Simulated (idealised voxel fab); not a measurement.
process module | voxel plated lines
cross-section cut | 190 nm wide | cells 5 nm
A cross-section is a grid of square cells, given in bands from the top down. A band is one or more rows of cells.
Each band's line starts with the height of the band's top and of its bottom, in nm. Then come its materials from left to right, each with its width in nm. One material with "throughout" fills the band from edge to edge. "air" is empty space.
Height 0 is the level under which the wafer as received is all one material. The lowest band goes on downwards, as in "0 down".
A width such as "30 to 40" changes by the same amount from each row of cells to the next, from the band's top row to its bottom row.
"no change" after a step means that no cell of the cross-section changed.
closed voids: empty space of 8 cells or more with no open way to the top, each as width x height at its distance from the left edge, in nm
after a step's settings: what the simulator itself notes on the step
overlay nm, on a step with a mask: how far to the right of its planned place the mask lay; to the left if negative
plan
1 op RECEIVE | material Si
2 op CONFORMAL_DEP | material Al2O3 | thk nm 5
3 op DIRECTIONAL_DEP | material TiN | thk nm 5
4 op PATTERN | tone open | mask id LINES | material resist | width nm 20 | pitch nm 35 | thk nm 15 | overlay nm 0
5 op EPI | material Ru | thk nm 5
6 op STRIP | etch materials resist
7 op DIRECTIONAL_ETCH | etch materials TiN | depth nm 5
8 op CONFORMAL_DEP | material SiN | thk nm 10
first wafer, as planned
as received, after step 1
  0 down: Si throughout
  closed voids: none
after step 2
  5 to 0: Al2O3 throughout
  below 0: unchanged
after step 3
  10 to 5: TiN throughout
  below 5: unchanged
after step 4
  25 to 10: resist 30 | air 20 | resist 15 | air 20 | resist 15 | air 20 | resist 15 | air 20 | resist 35
  below 10: unchanged
after step 5
  25 to 15: resist 30 | air 20 | resist 15 | air 20 | resist 15 | air 20 | resist 15 | air 20 | resist 35
  15 to 10: resist 30 | Ru 20 | resist 15 | Ru 20 | resist 15 | Ru 20 | resist 15 | Ru 20 | resist 35
  below 10: unchanged
after step 6
  15 to 10: air 30 | Ru 20 | air 15 | Ru 20 | air 15 | Ru 20 | air 15 | Ru 20 | air 35
  below 10: unchanged
after step 7
  15 to 10: air 30 | Ru 20 | air 15 | Ru 20 | air 15 | Ru 20 | air 15 | Ru 20 | air 35
  10 to 5: air 30 | TiN 20 | air 15 | TiN 20 | air 15 | TiN 20 | air 15 | TiN 20 | air 35
  below 5: unchanged
after step 8
  25 to 15: air 20 | SiN 145 | air 25
  15 to 10: SiN 30 | Ru 20 | SiN 15 | Ru 20 | SiN 15 | Ru 20 | SiN 15 | Ru 20 | SiN 35
  10 to 5: SiN 30 | TiN 20 | SiN 15 | TiN 20 | SiN 15 | TiN 20 | SiN 15 | TiN 20 | SiN 35
  below 5: unchanged
second wafer: like start, like plan, one mistake. Through step 2 it matches the first wafer
when step 3 should have ended
  20 to 5: TiN throughout
  below 5: unchanged
when step 4 should have ended
  35 to 20: resist 30 | air 20 | resist 15 | air 20 | resist 15 | air 20 | resist 15 | air 20 | resist 35
  below 20: unchanged
when step 5 should have ended
  35 to 25: resist 30 | air 20 | resist 15 | air 20 | resist 15 | air 20 | resist 15 | air 20 | resist 35
  25 to 20: resist 30 | Ru 20 | resist 15 | Ru 20 | resist 15 | Ru 20 | resist 15 | Ru 20 | resist 35
  below 20: unchanged
when step 6 should have ended
  25 to 20: air 30 | Ru 20 | air 15 | Ru 20 | air 15 | Ru 20 | air 15 | Ru 20 | air 35
  below 20: unchanged
when step 7 should have ended
  25 to 20: air 30 | Ru 20 | air 15 | Ru 20 | air 15 | Ru 20 | air 15 | Ru 20 | air 35
  20 to 15: air 30 | TiN 20 | air 15 | TiN 20 | air 15 | TiN 20 | air 15 | TiN 20 | air 35
  below 15: unchanged
when step 8 should have ended
  35 to 25: air 20 | SiN 145 | air 25
  25 to 20: SiN 30 | Ru 20 | SiN 15 | Ru 20 | SiN 15 | Ru 20 | SiN 15 | Ru 20 | SiN 35
  20 to 15: SiN 30 | TiN 20 | SiN 15 | TiN 20 | SiN 15 | TiN 20 | SiN 15 | TiN 20 | SiN 35
  below 15: unchanged
what went wrong: step 3 ran as: op DIRECTIONAL_DEP | material TiN | thk nm 15
at the end the second wafer has, in cells: 76 more of TiN
